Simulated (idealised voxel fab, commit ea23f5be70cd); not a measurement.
process module | voxel transistor to metal
cross-section cut | 190 nm wide | cells 5 nm
A cross-section is a grid of square cells, given in bands from the top down. A band is one or more rows of cells.
Each band's line starts with the height of the band's top and of its bottom, in nm. Then come its materials from left to right, each with its width in nm. One material with "throughout" fills the band from edge to edge. "air" is empty space.
Height 0 is the level under which the wafer as received is all one material. The lowest band goes on downwards, as in "0 down".
A width such as "30 to 40" changes by the same amount from each row of cells to the next, from the band's top row to its bottom row.
"no change" after a step means that no cell of the cross-section changed.
closed voids: empty space of 8 cells or more with no open way to the top, each as width x height at its distance from the left edge, in nm
after a step's settings: what the simulator itself notes on the step
overlay nm, on a step with a mask: how far to the right of its planned place the mask lay; to the left if negative
plan
1 op RECEIVE | material Si
2 op CONFORMAL_DEP | material SiO2 | thk nm 5
3 op CONFORMAL_DEP | material SiN | thk nm 10
4 op DIRECTIONAL_DEP | material aC | thk nm 10
5 op PATTERN | tone cover | mask id ACTIVE | material resist | width nm 85 | thk nm 30 | overlay nm 0
6 op DIRECTIONAL_ETCH | etch materials aC | depth nm 10
7 op STRIP | etch materials resist
8 op DIRECTIONAL_ETCH | etch materials SiN | depth nm 10
9 op DIRECTIONAL_ETCH | etch materials SiO2 | depth nm 5
10 op DIRECTIONAL_ETCH | etch materials Si | depth nm 30
11 op STRIP | etch materials aC
12 op FILL_DEP | material SiO2 | thk nm 10
13 op CMP | height nm 15
14 op SELECTIVE_ETCH | etch materials SiO2 | depth nm 5
15 op STRIP | etch materials SiN
16 op SELECTIVE_ETCH | etch materials SiO2 | depth nm 5
17 op OXIDIZE | depth nm 5
18 op DIRECTIONAL_DEP | material polySi | thk nm 25
19 op DIRECTIONAL_DEP | material SiCN | thk nm 15
20 op MASKED_ETCH | tone cover | mask id GATE | width nm 15 | etch materials SiCN | depth nm 25 | overlay nm 0
21 op MASKED_ETCH | tone cover | mask id GATE | width nm 15 | etch materials polySi | depth nm 35 | overlay nm 0
22 op CONFORMAL_DEP | material SiN | thk nm 5
23 op DIRECTIONAL_ETCH | etch materials SiN | depth nm 5
24 op DIRECTIONAL_ETCH | etch materials SiO2 | depth nm 5
25 op EPI | material nSi | thk nm 5
26 op FILL_DEP | material SiO2 | thk nm 10
27 op CMP | height nm 40
28 op DIRECTIONAL_DEP | material SiO2 | thk nm 10
29 op DIRECTIONAL_DEP | material aC | thk nm 10
30 op PATTERN | tone open | mask id CONTACT | material resist | width nm 25 | pitch nm 50 | thk nm 30 | overlay nm 0
31 op DIRECTIONAL_ETCH | etch materials aC | depth nm 10
32 op STRIP | etch materials resist
33 op DIRECTIONAL_ETCH | etch materials SiO2 | depth nm 50
34 op STRIP | etch materials aC
35 op CONFORMAL_DEP | material TiN | thk nm 5
36 op FILL_DEP | material W | thk nm 5
37 op CMP | height nm 50
38 op CONFORMAL_DEP | material SiN | thk nm 5
39 op DIRECTIONAL_DEP | material lowk | thk nm 25
40 op PATTERN | tone open | mask id METAL_1 | material resist | width nm 15 | pitch nm 60 | thk nm 20 | overlay nm 0
41 op DIRECTIONAL_ETCH | etch materials lowk | depth nm 25
42 op DIRECTIONAL_ETCH | etch materials SiN | depth nm 5
43 op STRIP | etch materials resist
44 op CONFORMAL_DEP | material TiN | thk nm 5
45 op FILL_DEP | material Ru | thk nm 5
46 op CMP | height nm 80
47 op CONFORMAL_DEP | material SiCN | thk nm 5
as received, after step 1
  0 down: Si throughout
  closed voids: none
first wafer at the end, as planned
  85 to 80: SiCN throughout
  80 to 55: lowk 55 | TiN 5 | Ru 5 | TiN 5 | lowk 45 | TiN 5 | Ru 5 | TiN 5 | lowk 60
  55 to 50: SiN 55 | TiN 15 | SiN 45 | TiN 15 | SiN 60
  50 to 40: SiO2 55 | TiN 5 | W 15 | TiN 5 | SiO2 25 | TiN 5 | W 15 | TiN 5 | SiO2 60
  40 to 25: SiO2 55 | TiN 5 | W 15 | TiN 5 | SiN 5 | SiCN 15 | SiN 5 | TiN 5 | W 15 | TiN 5 | SiO2 60
  25 to 5: SiO2 55 | TiN 5 | W 15 | TiN 5 | SiN 5 | polySi 15 | SiN 5 | TiN 5 | W 15 | TiN 5 | SiO2 60
  5 to 0: SiO2 45 | SiN 5 | SiO2 5 | TiN 25 | SiN 5 | polySi 15 | SiN 5 | TiN 25 | SiO2 5 | SiN 5 | SiO2 50
  0 to -5: SiO2 50 | nSi 30 | SiO2 25 | nSi 30 | SiO2 55
  -5 to -30: SiO2 50 | Si 85 | SiO2 55
  -30 down: Si throughout
  closed voids: none
second wafer at the end: like start, like plan, one mistake
  85 to 80: SiCN throughout
  80 to 55: lowk 55 | TiN 5 | Ru 5 | TiN 5 | lowk 45 | TiN 5 | Ru 5 | TiN 5 | lowk 60
  55 to 50: SiN 55 | TiN 15 | SiN 45 | TiN 15 | SiN 60
  50 to 40: SiO2 55 | TiN 5 | W 15 | TiN 5 | SiO2 25 | TiN 5 | W 15 | TiN 5 | SiO2 60
  40 to 30: SiO2 55 | TiN 5 | W 15 | TiN 5 | SiN 5 | SiCN 15 | SiN 5 | TiN 5 | W 15 | TiN 5 | SiO2 60
  30 to 10: SiO2 55 | TiN 5 | W 15 | TiN 5 | SiN 5 | polySi 15 | SiN 5 | TiN 5 | W 15 | TiN 5 | SiO2 60
  10 to 5: SiO2 55 | TiN 25 | SiN 5 | polySi 15 | SiN 5 | TiN 25 | SiO2 60
  5 to 0: SiO2 45 | SiN 5 | nSi 30 | SiO2 25 | nSi 30 | SiN 5 | SiO2 50
  0 to -5: SiO2 55 | Si 75 | SiO2 60
  -5 to -25: SiO2 50 | Si 85 | SiO2 55
  -25 down: Si throughout
  closed voids: none
what went wrong: step 2 ran as: op CONFORMAL_DEP | material polySi | thk nm 5
at the end the second wafer has, in cells: 36 more of Si | 3 fewer of SiCN | 2 fewer of SiN | 21 fewer of SiO2 | 4 fewer of TiN | 6 fewer of W
